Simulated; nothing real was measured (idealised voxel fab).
The following is a process module called voxel trench capacitor.
Square cells of 5 nm make up the cross-section cut, whose width is 140 nm.
Think of the cross-section as a grid of square cells. We describe it in bands, top to bottom, and each band covers one or more rows of those cells. Per band: top height and bottom height in nm, followed by the left-to-right materials and their widths in nm; "throughout" marks a single material spanning edge to edge, "blank" marks empty space. Below 0: as-received wafer, all one material; heights counted from there. Lowest band: no bottom, goes on down, written "0 down". The two numbers in a width such as "30->40" mark its ends across the band: the first belongs to the top row of cells, the second to the bottom row, and from each row to the next the width moves by the same amount. Any step labelled "nothing got changed" changed none of the cells in the cross-section. "Entrapped voids" - sealed voids, min. 8 cells, no opening to top; format: width x height at distance (distance from left edge; nm throughout). Post-settings text on a step line: simulator's own remark regarding the step. When a step includes a mask, the "overlay nm" setting on its line states how far to the right of its planned place that mask lay, and negative values state how far to the left.

**The following list gives the planned process steps**
- 1: op RECEIVE | material Si
- 2: op CONFORMAL_DEP | material SiN | thk nm 10
- 3: op PATTERN | tone open | mask id TRENCH | material resist | width nm 30 | pitch nm 55 | thk nm 20 | overlay nm 0
- 4: op DIRECTIONAL_ETCH | etch materials SiN | depth nm 10
- 5: op DIRECTIONAL_ETCH | etch materials Si | depth nm 35
- 6: op STRIP | etch materials resist
- 7: op CONFORMAL_DEP | material HfO2 | thk nm 5
- 8: op CONFORMAL_DEP | material TiN | thk nm 5
- 9: op FILL_DEP | material W | thk nm 10
- 10: op CMP | height nm 10

**Shown in cross-section is the wafer as received, that is, as it stands after step 1**
    0 down = Si throughout
    Entrapped voids: none

**Run as planned - first of the two wafers cross-sectioned at the end of the module**
    10 to 0 = SiN=25 | HfO2=5 | TiN=5 | W=10 | TiN=5 | HfO2=5 | SiN=25 | HfO2=5 | TiN=5 | W=10 | TiN=5 | HfO2=5 | SiN=30
    0 to -25 = Si=25 | HfO2=5 | TiN=5 | W=10 | TiN=5 | HfO2=5 | Si=25 | HfO2=5 | TiN=5 | W=10 | TiN=5 | HfO2=5 | Si=30
    -25 to -30 = Si=25 | HfO2=5 | TiN=20 | HfO2=5 | Si=25 | HfO2=5 | TiN=20 | HfO2=5 | Si=30
    -30 to -35 = Si=25 | HfO2=30 | Si=25 | HfO2=30 | Si=30
    -35 down = Si throughout
    Entrapped voids: none

**This cross-section belongs to the second wafer of two at the end of the module; the start and the plan were shared with the first, and the run included one mistake**
    10 to 0 = SiN=30 | HfO2=5 | TiN=10 | HfO2=5 | SiN=35 | HfO2=5 | TiN=10 | HfO2=5 | SiN=35
    0 to -30 = Si=30 | HfO2=5 | TiN=10 | HfO2=5 | Si=35 | HfO2=5 | TiN=10 | HfO2=5 | Si=35
    -30 to -35 = Si=30 | HfO2=20 | Si=35 | HfO2=20 | Si=35
    -35 down = Si throughout
    Entrapped voids: none
Want to know what went wrong? note that step 3 departed from the planned setting and was carried out as op PATTERN | tone open | mask id TRENCH | material resist | width nm 20 | pitch nm 55 | thk nm 20 | overlay nm 0
at the end the second wafer has, in cells: -4 HfO2 | +28 Si | +8 SiN | -4 TiN | -28 W
